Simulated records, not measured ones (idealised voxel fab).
The document below concerns the process module designated voxel ribs on slabs.
Each square cell in cross-section cut measures 5 nm, and the section as a whole is 210 nm wide.
Cross-section = grid of square cells, listed top down in bands; band = one or more rows. Band: top height; bottom height; in nm. Then, left to right: material with width in nm, for each material. "all across": a single material spanning edge to edge. "blank": empty space. Height 0 is the level under which the wafer as received is all one material. The lowest band goes on downwards, as in "0 and below". A two-number width, for instance "30 to 40", indicates that the width is equal to the first number in the top row of the band and to the second number in the bottom row, and that it changes by a constant amount per row of cells. "remains unaltered" after a step means that no cell of the cross-section changed. This entry, "Voids, sealed", enumerates those empty regions of no fewer than 8 cells that possess no open connection to the top. Each region is reported in the form width x height at distance, the distance being taken from the left edge, with all three quantities expressed in nm. The remark found on a step's line after its settings is issued by the simulator itself and pertains to that step. What "overlay nm" on a step's line means: if the step has a mask, that mask lay this far to the right of its planned place, or, when the value is negative, to the left.

-- Intended process steps
1. RECEIVE,material Si
2. DIRECTIONAL_DEP,material SiO2,thk nm 25
3. DIRECTIONAL_DEP,material SiN,thk nm 25
4. MASKED_ETCH,tone cover,mask id RIB,width nm 15,etch materials SiN,depth nm 10,overlay nm 0
5. PATTERN,tone cover,mask id SLAB,material resist,width nm 65,thk nm 15,overlay nm 0
6. DIRECTIONAL_ETCH,etch materials SiN,depth nm 15
7. STRIP,etch materials resist
8. FILL_DEP,material SiO2,thk nm 25
9. CMP,height nm 70
10. DIRECTIONAL_DEP,material TiN,thk nm 5
11. PATTERN,tone cover,mask id HEATER,material resist,width nm 25,thk nm 20,overlay nm 0
12. DIRECTIONAL_ETCH,etch materials TiN,depth nm 5
13. STRIP,etch materials resist
14. CONFORMAL_DEP,material SiN,thk nm 10

-- Step 1 complete: cross-section of the wafer as received
0 and below = Si all across
Voids, sealed: none

-- End state of the module in cross-section, given the above starting point and plan and one mistake in execution
85 down to 80 = blank: 80, SiN: 45, blank: 85
80 down to 75 = SiN all across
75 down to 70 = SiN: 90, TiN: 25, SiN: 95
70 down to 50 = SiO2 all across
50 down to 40 = SiO2: 95, SiN: 15, SiO2: 100
40 down to 25 = SiO2: 65, SiN: 75, SiO2: 70
25 down to 0 = SiO2 all across
0 and below = Si all across
Voids, sealed: none
Short version of what went wrong: for step 5, the planned setting was not used; the step was instead run as PATTERN,tone cover,mask id SLAB,material resist,width nm 75,thk nm 15,overlay nm 0
